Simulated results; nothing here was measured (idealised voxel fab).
Process module heading - voxel self aligned vias
We display cut, a cross-section 210 nm in width whose square cells are each 5 nm.
When this document writes out a cross-section, it uses a grid of square cells and lists it as bands, beginning at the top and moving down, with a band standing for one or more rows of cells.
The entry gives the band's vertical extent as a top height and a bottom height in nm, then its horizontal make-up as materials from left to right, each with a width in nm. "empty" stands for empty space; a single material marked "full width" fills the band edge to edge.
Heights are reckoned from 0. Under this level, the received wafer is all of one material. The bottommost band is open-ended downward, for example "0 nm and below".
Width spec "30 to 40" -> top row of cells at first value, bottom row at second value, equal per-row change in between.
When a step is marked "nothing got changed", none of the cells in the cross-section changed during that step.
"Closed empty spaces": sealed empty spaces, 8 cells or more, no open way to top, listed width x height at distance, with distance from the left edge and width, height and distance in nm.
Past the settings on a step's line: simulator remark, on that step.
overlay nm: where the mask lay relative to plan, measured to the right, on steps with a mask; negatives go left.
[Intended process steps]
- 1: RECEIVE | material Si
- 2: CONFORMAL_DEP | material SiO2 | thk nm 15
- 3: CONFORMAL_DEP | material SiCN | thk nm 5
- 4: DIRECTIONAL_DEP | material lowk | thk nm 25
- 5: DIRECTIONAL_DEP | material aC | thk nm 15
- 6: PATTERN | tone open | mask id LINES | material resist | width nm 20 | pitch nm 50 | thk nm 35 | overlay nm 0
- 7: DIRECTIONAL_ETCH | etch materials aC | depth nm 15
- 8: STRIP | etch materials resist
- 9: DIRECTIONAL_ETCH | etch materials lowk | depth nm 25
- 10: STRIP | etch materials aC
- 11: CONFORMAL_DEP | material TiN | thk nm 5
- 12: FILL_DEP | material W | thk nm 5
- 13: CMP | height nm 45
- 14: SELECTIVE_ETCH | etch materials W Ru TiN | depth nm 5
- 15: FILL_DEP | material SiN | thk nm 10
- 16: CMP | height nm 45
- 17: DIRECTIONAL_DEP | material lowk | thk nm 20
- 18: PATTERN | tone open | mask id VIAS | material resist | width nm 30 | thk nm 15 | overlay nm 0
- 19: DIRECTIONAL_ETCH | etch materials lowk | depth nm 20
- 20: DIRECTIONAL_ETCH | etch materials SiN | depth nm 5
- 21: STRIP | etch materials resist
- 22: CONFORMAL_DEP | material TiN | thk nm 5
- 23: FILL_DEP | material Ru | thk nm 10
- 24: CMP | height nm 65
- 25: CONFORMAL_DEP | material SiCN | thk nm 5
[Below: the first of two wafers, run as planned]
[Wafer cross-section on receipt, i.e. after step 1]
* 0 nm and below: Si full width
* Closed empty spaces: none
[Cross-section: wafer state after step 2]
* 15 nm to 0 nm: SiO2 full width
* below 0: unchanged
[Cross-section: wafer state after step 3]
* 20 nm to 15 nm: SiCN full width
* below 15: unchanged
[Cross-section: wafer state after step 4]
* 45 nm to 20 nm: lowk full width
* below 20: unchanged
[Cross-section: wafer state after step 5]
* 60 nm to 45 nm: aC full width
* below 45: unchanged
[Cross-section: wafer state after step 6]
* 95 nm to 60 nm: resist (70) / empty (20) / resist (30) / empty (20) / resist (70)
* below 60: unchanged
[Cross-section: wafer state after step 7]
* 80 nm to 60 nm: resist (70) / empty (20) / resist (30) / empty (20) / resist (70)
* 60 nm to 45 nm: aC (70) / empty (20) / aC (30) / empty (20) / aC (70)
* below 45: unchanged
[Cross-section: wafer state after step 8]
* 60 nm to 45 nm: aC (70) / empty (20) / aC (30) / empty (20) / aC (70)
* below 45: unchanged
[Cross-section: wafer state after step 9]
* 60 nm to 45 nm: aC (70) / empty (20) / aC (30) / empty (20) / aC (70)
* 45 nm to 20 nm: lowk (70) / empty (20) / lowk (30) / empty (20) / lowk (70)
* below 20: unchanged
[Cross-section: wafer state after step 10]
* 45 nm to 20 nm: lowk (70) / empty (20) / lowk (30) / empty (20) / lowk (70)
* below 20: unchanged
[Cross-section: wafer state after step 11]
* 50 nm to 45 nm: TiN (75) / empty (10) / TiN (40) / empty (10) / TiN (75)
* 45 nm to 25 nm: lowk (70) / TiN (5) / empty (10) / TiN (5) / lowk (30) / TiN (5) / empty (10) / TiN (5) / lowk (70)
* 25 nm to 20 nm: lowk (70) / TiN (20) / lowk (30) / TiN (20) / lowk (70)
* below 20: unchanged
[Cross-section: wafer state after step 12]
* 55 nm to 50 nm: W full width
* 50 nm to 45 nm: TiN (75) / W (10) / TiN (40) / W (10) / TiN (75)
* 45 nm to 25 nm: lowk (70) / TiN (5) / W (10) / TiN (5) / lowk (30) / TiN (5) / W (10) / TiN (5) / lowk (70)
* below 25: unchanged
[Cross-section: wafer state after step 13]
* 45 nm to 25 nm: lowk (70) / TiN (5) / W (10) / TiN (5) / lowk (30) / TiN (5) / W (10) / TiN (5) / lowk (70)
* below 25: unchanged
[Cross-section: wafer state after step 14]
* 45 nm to 40 nm: lowk (70) / empty (20) / lowk (30) / empty (20) / lowk (70)
* below 40: unchanged
[Cross-section: wafer state after step 15]
* 55 nm to 45 nm: SiN full width
* 45 nm to 40 nm: lowk (70) / SiN (20) / lowk (30) / SiN (20) / lowk (70)
* below 40: unchanged
[Cross-section: wafer state after step 16]
* 45 nm to 40 nm: lowk (70) / SiN (20) / lowk (30) / SiN (20) / lowk (70)
* below 40: unchanged
[Cross-section: wafer state after step 17]
* 65 nm to 45 nm: lowk full width
* below 45: unchanged
[Cross-section: wafer state after step 18]
* 80 nm to 65 nm: resist (65) / empty (30) / resist (115)
* below 65: unchanged
[Cross-section: wafer state after step 19]
* 80 nm to 65 nm: resist (65) / empty (30) / resist (115)
* 65 nm to 45 nm: lowk (65) / empty (30) / lowk (115)
* below 45: unchanged
[Cross-section: wafer state after step 20]
* 80 nm to 65 nm: resist (65) / empty (30) / resist (115)
* 65 nm to 45 nm: lowk (65) / empty (30) / lowk (115)
* 45 nm to 40 nm: lowk (70) / empty (20) / lowk (30) / SiN (20) / lowk (70)
* below 40: unchanged
[Cross-section: wafer state after step 21]
* 65 nm to 45 nm: lowk (65) / empty (30) / lowk (115)
* below 45: unchanged
[Cross-section: wafer state after step 22]
* 70 nm to 65 nm: TiN (70) / empty (20) / TiN (120)
* 65 nm to 50 nm: lowk (65) / TiN (5) / empty (20) / TiN (5) / lowk (115)
* 50 nm to 45 nm: lowk (65) / TiN (10) / empty (10) / TiN (10) / lowk (115)
* 45 nm to 40 nm: lowk (70) / TiN (20) / lowk (30) / SiN (20) / lowk (70)
* below 40: unchanged
[Cross-section: wafer state after step 23]
* 80 nm to 70 nm: Ru full width
* 70 nm to 65 nm: TiN (70) / Ru (20) / TiN (120)
* 65 nm to 50 nm: lowk (65) / TiN (5) / Ru (20) / TiN (5) / lowk (115)
* 50 nm to 45 nm: lowk (65) / TiN (10) / Ru (10) / TiN (10) / lowk (115)
* below 45: unchanged
[Cross-section: wafer state after step 24]
* 65 nm to 50 nm: lowk (65) / TiN (5) / Ru (20) / TiN (5) / lowk (115)
* below 50: unchanged
[Cross-section: wafer state after step 25]
* 70 nm to 65 nm: SiCN full width
* below 65: unchanged
[Okay, second wafer. Nothing different at the start, nothing different in the plan, just one mistake somewhere in the running. As far as step 5, counting that step, it's the first wafer all over again]
[Second wafer: cross-section at the scheduled end of step 6]
* 95 nm to 60 nm: resist (70) / empty (25) / resist (25) / empty (25) / resist (65)
* below 60: unchanged
[Second wafer: cross-section at the scheduled end of step 7]
* 80 nm to 60 nm: resist (70) / empty (25) / resist (25) / empty (25) / resist (65)
* 60 nm to 45 nm: aC (70) / empty (25) / aC (25) / empty (25) / aC (65)
* below 45: unchanged
[Second wafer: cross-section at the scheduled end of step 8]
* 60 nm to 45 nm: aC (70) / empty (25) / aC (25) / empty (25) / aC (65)
* below 45: unchanged
[Second wafer: cross-section at the scheduled end of step 9]
* 60 nm to 45 nm: aC (70) / empty (25) / aC (25) / empty (25) / aC (65)
* 45 nm to 20 nm: lowk (70) / empty (25) / lowk (25) / empty (25) / lowk (65)
* below 20: unchanged
[Second wafer: cross-section at the scheduled end of step 10]
* 45 nm to 20 nm: lowk (70) / empty (25) / lowk (25) / empty (25) / lowk (65)
* below 20: unchanged
[Second wafer: cross-section at the scheduled end of step 11]
* 50 nm to 45 nm: TiN (75) / empty (15) / TiN (35) / empty (15) / TiN (70)
* 45 nm to 25 nm: lowk (70) / TiN (5) / empty (15) / TiN (5) / lowk (25) / TiN (5) / empty (15) / TiN (5) / lowk (65)
* 25 nm to 20 nm: lowk (70) / TiN (25) / lowk (25) / TiN (25) / lowk (65)
* below 20: unchanged
[Second wafer: cross-section at the scheduled end of step 12]
* 55 nm to 50 nm: W full width
* 50 nm to 45 nm: TiN (75) / W (15) / TiN (35) / W (15) / TiN (70)
* 45 nm to 25 nm: lowk (70) / TiN (5) / W (15) / TiN (5) / lowk (25) / TiN (5) / W (15) / TiN (5) / lowk (65)
* below 25: unchanged
[Second wafer: cross-section at the scheduled end of step 13]
* 45 nm to 25 nm: lowk (70) / TiN (5) / W (15) / TiN (5) / lowk (25) / TiN (5) / W (15) / TiN (5) / lowk (65)
* below 25: unchanged
[Second wafer: cross-section at the scheduled end of step 14]
* 45 nm to 40 nm: lowk (70) / empty (25) / lowk (25) / empty (25) / lowk (65)
* below 40: unchanged
[Second wafer: cross-section at the scheduled end of step 15]
* 55 nm to 45 nm: SiN full width
* 45 nm to 40 nm: lowk (70) / SiN (25) / lowk (25) / SiN (25) / lowk (65)
* below 40: unchanged
[Second wafer: cross-section at the scheduled end of step 16]
* 45 nm to 40 nm: lowk (70) / SiN (25) / lowk (25) / SiN (25) / lowk (65)
* below 40: unchanged
[Second wafer: cross-section at the scheduled end of step 17]
* 65 nm to 45 nm: lowk full width
* below 45: unchanged
[Second wafer: cross-section at the scheduled end of step 18]
* 80 nm to 65 nm: resist (65) / empty (30) / resist (115)
* below 65: unchanged
[Second wafer: cross-section at the scheduled end of step 19]
* 80 nm to 65 nm: resist (65) / empty (30) / resist (115)
* 65 nm to 45 nm: lowk (65) / empty (30) / lowk (115)
* below 45: unchanged
[Second wafer: cross-section at the scheduled end of step 20]
* 80 nm to 65 nm: resist (65) / empty (30) / resist (115)
* 65 nm to 45 nm: lowk (65) / empty (30) / lowk (115)
* 45 nm to 40 nm: lowk (70) / empty (25) / lowk (25) / SiN (25) / lowk (65)
* below 40: unchanged
[Second wafer: cross-section at the scheduled end of step 21]
* 65 nm to 45 nm: lowk (65) / empty (30) / lowk (115)
* below 45: unchanged
[Second wafer: cross-section at the scheduled end of step 22]
* 70 nm to 65 nm: TiN (70) / empty (20) / TiN (120)
* 65 nm to 50 nm: lowk (65) / TiN (5) / empty (20) / TiN (5) / lowk (115)
* 50 nm to 45 nm: lowk (65) / TiN (10) / empty (15) / TiN (5) / lowk (115)
* 45 nm to 40 nm: lowk (70) / TiN (25) / lowk (25) / SiN (25) / lowk (65)
* below 40: unchanged
[Second wafer: cross-section at the scheduled end of step 23]
* 80 nm to 70 nm: Ru full width
* 70 nm to 65 nm: TiN (70) / Ru (20) / TiN (120)
* 65 nm to 50 nm: lowk (65) / TiN (5) / Ru (20) / TiN (5) / lowk (115)
* 50 nm to 45 nm: lowk (65) / TiN (10) / Ru (15) / TiN (5) / lowk (115)
* below 45: unchanged
[Second wafer: cross-section at the scheduled end of step 24]
* 65 nm to 50 nm: lowk (65) / TiN (5) / Ru (20) / TiN (5) / lowk (115)
* below 50: unchanged
[Second wafer: cross-section at the scheduled end of step 25]
* 70 nm to 65 nm: SiCN full width
* below 65: unchanged
Nonconformance to the process plan: not per plan at step 6, really ran PATTERN | tone open | mask id LINES | material resist | width nm 25 | pitch nm 50 | thk nm 35 | overlay nm 0
Cell-count delta at end, second wafer over first, by material: 1 more of Ru; 1 more of SiN; 2 more of TiN; 6 more of W; 10 fewer of lowk
